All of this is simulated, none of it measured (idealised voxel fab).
The process module that follows is named voxel capacitor over wiring.
290 nm wide, 5 nm square cells: that's cross-section cut.
When this document writes out a cross-section, it uses a grid of square cells and lists it as bands, beginning at the top and moving down, with a band standing for one or more rows of cells.
Look at the band entry: it leads with the top's height and the bottom's height in nm. Then it lists the materials left to right, with a width in nm for each. The word "all across" on a single material says that material fills the band edge to edge. The word "blank" is empty space.
Measure heights from 0. That's the level where, below it, the as-received wafer is all one material. The lowest band is bottomless and extends downward; write it as in "0 nm and below".
A width such as "30->40" changes by the same amount from each row of cells to the next, from the band's top row to its bottom row.
Step note "changes: none" = no cross-section cell changed.
The entry titled "Closed void table" provides the empty spaces that have no open way to the top, restricted to those of 8 cells or more. Each is presented as width x height at distance, the distance being measured from the left edge, with all three in nm.
Read whatever lies past the settings on a step's line as the simulator's own remark about the step.
Steps that use a mask can have "overlay nm" on their line. It says how far the mask sat to the right of where it was meant to be. Negative means to the left.

These are the steps we planned for the process
1. RECEIVE [material Si]
2. CONFORMAL_DEP [material SiO2] [thk nm 10]
3. CONFORMAL_DEP [material SiCN] [thk nm 5]
4. DIRECTIONAL_DEP [material SiO2] [thk nm 25]
5. PATTERN [tone open] [mask id METAL_1] [material resist] [width nm 20] [pitch nm 80] [thk nm 15] [overlay nm 0]
6. DIRECTIONAL_ETCH [etch materials SiO2] [depth nm 25]
7. DIRECTIONAL_ETCH [etch materials SiCN] [depth nm 5]
8. STRIP [etch materials resist]
9. CONFORMAL_DEP [material TiN] [thk nm 5]
10. FILL_DEP [material Cu] [thk nm 10]
11. CMP [height nm 40]
12. CONFORMAL_DEP [material SiCN] [thk nm 5]
13. DIRECTIONAL_DEP [material lowk] [thk nm 15]
14. MASKED_ETCH [tone open] [mask id PLUG_1] [width nm 15] [etch materials lowk] [depth nm 15] [overlay nm 0]
15. MASKED_ETCH [tone open] [mask id PLUG_1] [width nm 15] [etch materials SiCN] [depth nm 5] [overlay nm 0]
16. CONFORMAL_DEP [material TiN] [thk nm 5]
17. FILL_DEP [material Cu] [thk nm 10]
18. CMP [height nm 60]
19. DIRECTIONAL_DEP [material TiN] [thk nm 10]
20. DIRECTIONAL_DEP [material Al2O3] [thk nm 5]
21. DIRECTIONAL_DEP [material TiN] [thk nm 5]
22. DIRECTIONAL_DEP [material aC] [thk nm 15]
23. PATTERN [tone cover] [mask id UPPER_PLATE] [material resist] [width nm 65] [thk nm 35] [overlay nm 0]
24. DIRECTIONAL_ETCH [etch materials aC] [depth nm 15]
25. STRIP [etch materials resist]
26. DIRECTIONAL_ETCH [etch materials TiN] [depth nm 5]
27. DIRECTIONAL_ETCH [etch materials Al2O3] [depth nm 5]
28. STRIP [etch materials aC]
29. PATTERN [tone cover] [mask id LOWER_PLATE] [material resist] [width nm 75] [thk nm 20] [overlay nm 0]
30. DIRECTIONAL_ETCH [etch materials TiN] [depth nm 10]
31. STRIP [etch materials resist]
32. FILL_DEP [material SiO2] [thk nm 15]
33. CMP [height nm 90]
34. DIRECTIONAL_DEP [material aC] [thk nm 10]
35. PATTERN [tone open] [mask id PLUG_2] [material resist] [width nm 15] [thk nm 25] [overlay nm 0]
36. DIRECTIONAL_ETCH [etch materials aC] [depth nm 10]
37. STRIP [etch materials resist]
38. DIRECTIONAL_ETCH [etch materials SiO2] [depth nm 10]
39. STRIP [etch materials aC]
40. CONFORMAL_DEP [material TiN] [thk nm 5]
41. FILL_DEP [material Ru] [thk nm 5]
42. CMP [height nm 90]
43. CONFORMAL_DEP [material SiN] [thk nm 5]
For clarity, it should be stated that the wafers under discussion commence in an identical condition and differ with respect to the thk nm of step 40, the plan indicating the value that the first wafer had.

Received condition of the first of several wafers, sectioned: post-step 1
0 nm and below = Si all across
Closed void table: none

The cross-section of the first of several wafers is given below for the end of the module, after its final step, step 43
95 nm to 90 nm = SiN all across
90 nm to 85 nm = 110 nm SiO2 / 5 nm TiN / 5 nm Ru / 5 nm TiN / 165 nm SiO2
85 nm to 75 nm = 110->100 nm SiO2 / 15->65 nm TiN / 165->125 nm SiO2
75 nm to 70 nm = 100 nm SiO2 / 65 nm Al2O3 / 125 nm SiO2
70 nm to 60 nm = 95 nm SiO2 / 75 nm TiN / 120 nm SiO2
60 nm to 45 nm = 100 nm lowk / 5 nm TiN / 5 nm Cu / 5 nm TiN / 175 nm lowk
45 nm to 40 nm = 100 nm SiCN / 15 nm TiN / 175 nm SiCN
40 nm to 15 nm = 95 nm SiO2 / 5 nm TiN / 10 nm Cu / 5 nm TiN / 60 nm SiO2 / 5 nm TiN / 10 nm Cu / 5 nm TiN / 95 nm SiO2
15 nm to 10 nm = 95 nm SiCN / 20 nm TiN / 60 nm SiCN / 20 nm TiN / 95 nm SiCN
10 nm to 0 nm = SiO2 all across
0 nm and below = Si all across
Closed void table: none

Cross-section of the final wafer among several, taken at the end of the module
95 nm to 90 nm = SiN all across
90 nm to 80 nm = 110 nm SiO2 / 15 nm TiN / 165 nm SiO2
80 nm to 75 nm = 100 nm SiO2 / 65 nm TiN / 125 nm SiO2
75 nm to 70 nm = 100 nm SiO2 / 65 nm Al2O3 / 125 nm SiO2
70 nm to 60 nm = 95 nm SiO2 / 75 nm TiN / 120 nm SiO2
60 nm to 45 nm = 100 nm lowk / 5 nm TiN / 5 nm Cu / 5 nm TiN / 175 nm lowk
45 nm to 40 nm = 100 nm SiCN / 15 nm TiN / 175 nm SiCN
40 nm to 15 nm = 95 nm SiO2 / 5 nm TiN / 10 nm Cu / 5 nm TiN / 60 nm SiO2 / 5 nm TiN / 10 nm Cu / 5 nm TiN / 95 nm SiO2
15 nm to 10 nm = 95 nm SiCN / 20 nm TiN / 60 nm SiCN / 20 nm TiN / 95 nm SiCN
10 nm to 0 nm = SiO2 all across
0 nm and below = Si all across
Closed void table: none

The rows of the table below are wafers. Looking at the end of the module, a row counts, for every material, the cells the wafer has gained, shown as (+), or lost, shown as (-), since it was received; its closed voids come next
thk nm 5; +13 Al2O3; +23 Cu; +1 Ru; +105 SiCN; +58 SiN; +652 SiO2; +85 TiN; +165 lowk; Closed void table: none
thk nm 10; +13 Al2O3; +23 Cu; +105 SiCN; +58 SiN; +652 SiO2; +86 TiN; +165 lowk; Closed void table: none
thk nm 15; +13 Al2O3; +23 Cu; +105 SiCN; +58 SiN; +652 SiO2; +86 TiN; +165 lowk; Closed void table: none
thk nm 20; +13 Al2O3; +23 Cu; +105 SiCN; +58 SiN; +652 SiO2; +86 TiN; +165 lowk; Closed void table: none
